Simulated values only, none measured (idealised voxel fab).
process module | voxel fin reveal
cross-section cut | 165 nm wide | cells 5 nm
A cross-section is a grid of square cells, given in bands from the top down. A band is one or more rows of cells.
Each band's line starts with the height of the band's top and of its bottom, in nm. Then come its materials from left to right, each with its width in nm. One material with "throughout" fills the band from edge to edge. "air" is empty space.
Height 0 is the level under which the wafer as received is all one material. The lowest band goes on downwards, as in "0 down".
A width such as "30 to 40" changes by the same amount from each row of cells to the next, from the band's top row to its bottom row.
"no change" after a step means that no cell of the cross-section changed.
closed voids: empty space of 8 cells or more with no open way to the top, each as width x height at its distance from the left edge, in nm
after a step's settings: what the simulator itself notes on the step
overlay nm, on a step with a mask: how far to the right of its planned place the mask lay; to the left if negative
plan
1 op RECEIVE | material Si
2 op CONFORMAL_DEP | material SiN | thk nm 5
3 op MASKED_ETCH | tone cover | mask id FINS | width nm 15 | pitch nm 40 | etch materials SiN | depth nm 5 | overlay nm 0
4 op MASKED_ETCH | tone cover | mask id FINS | width nm 15 | pitch nm 40 | etch materials Si | depth nm 40 | overlay nm 0
5 op OXIDIZE | depth nm 5
6 op FILL_DEP | material SiO2 | thk nm 10
7 op CMP | height nm -5
8 op SELECTIVE_ETCH | etch materials SiO2 | depth nm 25
9 op STRIP | etch materials SiN
10 op CONFORMAL_DEP | material SiO2 | thk nm 5
varied across the wafers: height nm of step 7. The plan shows the first wafer's value. All wafers start alike
first wafer as received, after step 1
  0 down: Si throughout
  closed voids: none
first wafer at the end, after step 10
  0 to -5: air 55 | SiO2 15 | air 25 | SiO2 15 | air 55
  -5 to -25: air 55 | SiO2 5 | Si 5 | SiO2 5 | air 25 | SiO2 5 | Si 5 | SiO2 5 | air 55
  -25 to -45: SiO2 60 | Si 5 | SiO2 35 | Si 5 | SiO2 60
  -45 down: Si throughout
  closed voids: none
last wafer at the end
  5 to 0: air 55 | SiO2 15 | air 25 | SiO2 15 | air 55
  0 to -5: air 55 | SiO2 5 | Si 5 | SiO2 5 | air 25 | SiO2 5 | Si 5 | SiO2 5 | air 55
  -5 to -45: SiO2 60 | Si 5 | SiO2 35 | Si 5 | SiO2 60
  -45 down: Si throughout
  closed voids: none
each wafer at the end: cells of each material gained (+) or lost (-) since it was received, then its closed voids
height nm -5 | -281 Si | +146 SiO2 | closed voids: none
height nm 0 | -279 Si | +177 SiO2 | closed voids: none
height nm 5 | -279 Si | +204 SiO2 | closed voids: none
height nm 10 | -279 Si | +231 SiO2 | closed voids: none
height nm 15 | -279 Si | +258 SiO2 | closed voids: none
